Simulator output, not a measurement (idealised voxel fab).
process module | voxel self aligned contacts
cross-section cut | 230 nm wide | cells 5 nm
A cross-section is a grid of square cells, given in bands from the top down. A band is one or more rows of cells.
Each band's line starts with the height of the band's top and of its bottom, in nm. Then come its materials from left to right, each with its width in nm. One material with "throughout" fills the band from edge to edge. "air" is empty space.
Height 0 is the level under which the wafer as received is all one material. The lowest band goes on downwards, as in "0 down".
A width such as "30 to 40" changes by the same amount from each row of cells to the next, from the band's top row to its bottom row.
"no change" after a step means that no cell of the cross-section changed.
closed voids: empty space of 8 cells or more with no open way to the top, each as width x height at its distance from the left edge, in nm
after a step's settings: what the simulator itself notes on the step
overlay nm, on a step with a mask: how far to the right of its planned place the mask lay; to the left if negative
plan
1 op RECEIVE | material Si
2 op OXIDIZE | depth nm 5
3 op DIRECTIONAL_DEP | material polySi | thk nm 25
4 op DIRECTIONAL_DEP | material SiN | thk nm 15
5 op MASKED_ETCH | tone cover | mask id GATE | width nm 30 | pitch nm 65 | etch materials SiN | depth nm 15 | overlay nm 0
6 op MASKED_ETCH | tone cover | mask id GATE | width nm 30 | pitch nm 65 | etch materials polySi | depth nm 25 | overlay nm 0
7 op CONFORMAL_DEP | material SiN | thk nm 5
8 op DIRECTIONAL_ETCH | etch materials SiN | depth nm 5
9 op FILL_DEP | material SiO2 | thk nm 20
10 op CMP | height nm 50
11 op MASKED_ETCH | tone open | mask id CONTACT | width nm 45 | pitch nm 65 | etch materials SiO2 | depth nm 55 | overlay nm 0
12 op CONFORMAL_DEP | material TiN | thk nm 5
13 op FILL_DEP | material Ru | thk nm 5
14 op CMP | height nm 50
15 op CONFORMAL_DEP | material SiCN | thk nm 5
as received, after step 1
  0 down: Si throughout
  closed voids: none
a wafer at the end: this start, this plan, one mistake
  55 to 50: SiCN throughout
  50 to 45: Ru 55 | TiN 5 | SiO2 45 | TiN 5 | Ru 10 | TiN 5 | SiO2 45 | TiN 5 | Ru 55
  45 to 40: Ru 25 | TiN 35 | SiO2 45 | TiN 20 | SiO2 45 | TiN 35 | Ru 25
  40 to 25: Ru 25 | TiN 5 | SiN 40 | SiO2 25 | SiN 40 | SiO2 25 | SiN 40 | TiN 5 | Ru 25
  25 to 0: Ru 25 | TiN 5 | SiN 5 | polySi 30 | SiN 5 | SiO2 25 | SiN 5 | polySi 30 | SiN 5 | SiO2 25 | SiN 5 | polySi 30 | SiN 5 | TiN 5 | Ru 25
  0 to -5: TiN 30 | SiO2 170 | TiN 30
  -5 down: Si throughout
  closed voids: none
what went wrong: step 11 ran as: op MASKED_ETCH | tone cover | mask id CONTACT | width nm 45 | pitch nm 65 | etch materials SiO2 | depth nm 55 | overlay nm 0
